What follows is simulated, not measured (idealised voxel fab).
process module | voxel double patterning
Cross-sectional view cut (width: 160 nm; square cell size: 5 nm).
A cross-section is written here as square cells arranged in a grid, and it is given in bands from the top down, each band taking up one or more rows of cells.
Band: top height; bottom height; in nm. Then, left to right: material with width in nm, for each material. "full width": a single material spanning edge to edge. "blank": empty space.
Basically, 0 is our baseline, since under it the wafer straight out of the box is all one material. The bottom band has no lower end and keeps on going down, so it looks like "from 0 down".
Width: "30..40" (first number = top row, second number = bottom row, same change from row to row of cells).
You'll sometimes find "changes: none" written for a step, and that's the way of saying that nowhere in the cross-section did a cell change during that step.
Heads up: "Closed void table" only lists the empty pockets with no open path to the top that are 8 cells or more, and it writes them as width x height at distance, distance from the left edge, in nm.
What comes after the settings on a step's line is commentary from the simulator itself on that step.
Each step line may optionally specify "overlay nm", which for a step with a mask gives the rightward distance between the mask's planned place and where it lay, a negative value indicating the leftward direction.
## The following list gives the planned process steps
1: RECEIVE: material Si
2: CONFORMAL_DEP: material SiO2, thk nm 10
3: DIRECTIONAL_DEP: material W, thk nm 20
4: DIRECTIONAL_DEP: material SiCN, thk nm 5
5: MASKED_ETCH: tone open, mask id FIRST, width nm 15, pitch nm 50, etch materials SiCN, depth nm 5, overlay nm -5
6: MASKED_ETCH: tone open, mask id SECOND, width nm 15, pitch nm 50, etch materials SiCN, depth nm 5, overlay nm 0
7: DIRECTIONAL_ETCH: etch materials W, depth nm 20
8: STRIP: etch materials SiCN
All wafers enter the flow in the same state. The overlay nm at step 5 differs from wafer to wafer, and the plan gives the value for the first wafer.
## Incoming state of the first of several wafers in cross-section: after step 1
* from 0 down  Si full width
* Closed void table: none
## Post step 8, the closing step of the module: first of several wafers, cross-sectioned
* from 30 to 10  W=15, blank=15, W=15, blank=15, W=5, blank=15, W=15, blank=15, W=5, blank=15, W=30
* from 10 to 0  SiO2 full width
* from 0 down  Si full width
* Closed void table: none
## Final wafer cross-section at module end
* from 30 to 10  W=30, blank=30, W=20, blank=30, W=20, blank=15, W=15
* from 10 to 0  SiO2 full width
* from 0 down  Si full width
* Closed void table: none
## Gained (+) or lost (-) cells of each material since receipt, then closed voids: one row per wafer, at the end of the module
overlay nm -5, +64 SiO2, +68 W, Closed void table: none
overlay nm 0, +64 SiO2, +68 W, Closed void table: none
overlay nm 5, +64 SiO2, +68 W, Closed void table: none
overlay nm 10, +64 SiO2, +68 W, Closed void table: none
